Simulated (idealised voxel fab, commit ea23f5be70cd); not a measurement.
process module | voxel gate over fins
cross-section cut | 255 nm wide | cells 5 nm
A cross-section is a grid of square cells, given in bands from the top down. A band is one or more rows of cells.
Each band's line starts with the height of the band's top and of its bottom, in nm. Then come its materials from left to right, each with its width in nm. One material with "throughout" fills the band from edge to edge. "air" is empty space.
Height 0 is the level under which the wafer as received is all one material. The lowest band goes on downwards, as in "0 down".
A width such as "30 to 40" changes by the same amount from each row of cells to the next, from the band's top row to its bottom row.
"no change" after a step means that no cell of the cross-section changed.
closed voids: empty space of 8 cells or more with no open way to the top, each as width x height at its distance from the left edge, in nm
after a step's settings: what the simulator itself notes on the step
overlay nm, on a step with a mask: how far to the right of its planned place the mask lay; to the left if negative
plan
1 op RECEIVE | material Si
2 op CONFORMAL_DEP | material SiN | thk nm 10
3 op MASKED_ETCH | tone cover | mask id FINS | width nm 15 | pitch nm 50 | etch materials SiN | depth nm 10 | overlay nm 0
4 op MASKED_ETCH | tone cover | mask id FINS | width nm 15 | pitch nm 50 | etch materials Si | depth nm 35 | overlay nm 0
5 op OXIDIZE | depth nm 5
6 op FILL_DEP | material SiO2 | thk nm 15
7 op CMP | height nm 10
8 op DIRECTIONAL_DEP | material aC | thk nm 10
9 op PATTERN | tone open | mask id RAIL | material resist | width nm 15 | thk nm 30 | overlay nm 0
10 op DIRECTIONAL_ETCH | etch materials aC | depth nm 10
11 op STRIP | etch materials resist
12 op DIRECTIONAL_ETCH | etch materials SiO2 | depth nm 40
13 op STRIP | etch materials aC
14 op CONFORMAL_DEP | material TiN | thk nm 5
15 op FILL_DEP | material W | thk nm 10
16 op CMP | height nm 10
17 op SELECTIVE_ETCH | etch materials W Ru TiN | depth nm 30
18 op FILL_DEP | material SiO2 | thk nm 5
19 op CMP | height nm 10
20 op SELECTIVE_ETCH | etch materials SiO2 | depth nm 20
21 op STRIP | etch materials SiN
22 op CONFORMAL_DEP | material HfO2 | thk nm 5
23 op CONFORMAL_DEP | material TiN | thk nm 5
24 op CONFORMAL_DEP | material TiAl | thk nm 5
25 op CONFORMAL_DEP | material TiN | thk nm 5
26 op FILL_DEP | material W | thk nm 15
27 op CMP | height nm 30
28 op CONFORMAL_DEP | material SiN | thk nm 5
as received, after step 1
  0 down: Si throughout
  closed voids: none
first wafer at the end, as planned
  35 to 30: SiN throughout
  30 to 20: W throughout
  20 to 15: W 80 | TiN 45 | W 5 | TiN 45 | W 80
  15 to 10: W 80 | TiN 5 | TiAl 35 | TiN 5 | W 5 | TiN 5 | TiAl 35 | TiN 5 | W 80
  10 to 5: TiN 85 | TiAl 5 | TiN 25 | TiAl 5 | TiN 15 | TiAl 5 | TiN 25 | TiAl 5 | TiN 85
  5 to 0: TiAl 90 | TiN 5 | HfO2 15 | TiN 5 | TiAl 25 | TiN 5 | HfO2 15 | TiN 5 | TiAl 90
  0 to -5: TiN 95 | HfO2 5 | Si 5 | HfO2 5 | TiN 35 | HfO2 5 | Si 5 | HfO2 5 | TiN 95
  -5 to -10: HfO2 100 | Si 5 | HfO2 45 | Si 5 | HfO2 100
  -10 to -20: SiO2 100 | Si 5 | SiO2 45 | Si 5 | SiO2 100
  -20 to -25: SiO2 100 | Si 5 | SiO2 15 | TiN 5 | W 5 | TiN 5 | SiO2 15 | Si 5 | SiO2 100
  -25 to -30: SiO2 100 | Si 5 | SiO2 15 | TiN 15 | SiO2 15 | Si 5 | SiO2 100
  -30 to -40: SiO2 100 | Si 5 | SiO2 45 | Si 5 | SiO2 100
  -40 down: Si throughout
  closed voids: none
second wafer at the end: like start, like plan, one mistake
  35 to 30: SiN throughout
  30 to 20: W throughout
  20 to 15: W 80 | TiN 45 | W 5 | TiN 45 | W 80
  15 to 10: W 80 | TiN 5 | TiAl 35 | TiN 5 | W 5 | TiN 5 | TiAl 35 | TiN 5 | W 80
  10 to 5: TiN 85 | TiAl 5 | TiN 25 | TiAl 5 | TiN 15 | TiAl 5 | TiN 25 | TiAl 5 | TiN 85
  5 to 0: TiAl 90 | TiN 5 | HfO2 15 | TiN 5 | TiAl 25 | TiN 5 | HfO2 15 | TiN 5 | TiAl 90
  0 to -5: TiN 95 | HfO2 5 | Si 5 | HfO2 5 | TiN 35 | HfO2 5 | Si 5 | HfO2 5 | TiN 95
  -5 to -10: HfO2 100 | Si 5 | HfO2 45 | Si 5 | HfO2 100
  -10 to -20: SiO2 100 | Si 5 | SiO2 45 | Si 5 | SiO2 100
  -20 to -25: SiO2 100 | Si 5 | SiO2 15 | TiN 5 | W 5 | TiN 5 | SiO2 15 | Si 5 | SiO2 100
  -25 to -30: SiO2 100 | Si 5 | SiO2 15 | TiN 15 | SiO2 15 | Si 5 | SiO2 100
  -30 to -75: SiO2 100 | Si 5 | SiO2 45 | Si 5 | SiO2 100
  -75 down: Si throughout
  closed voids: none
what went wrong: step 4 was run twice
at the end the second wafer has, in cells: 343 fewer of Si | 343 more of SiO2
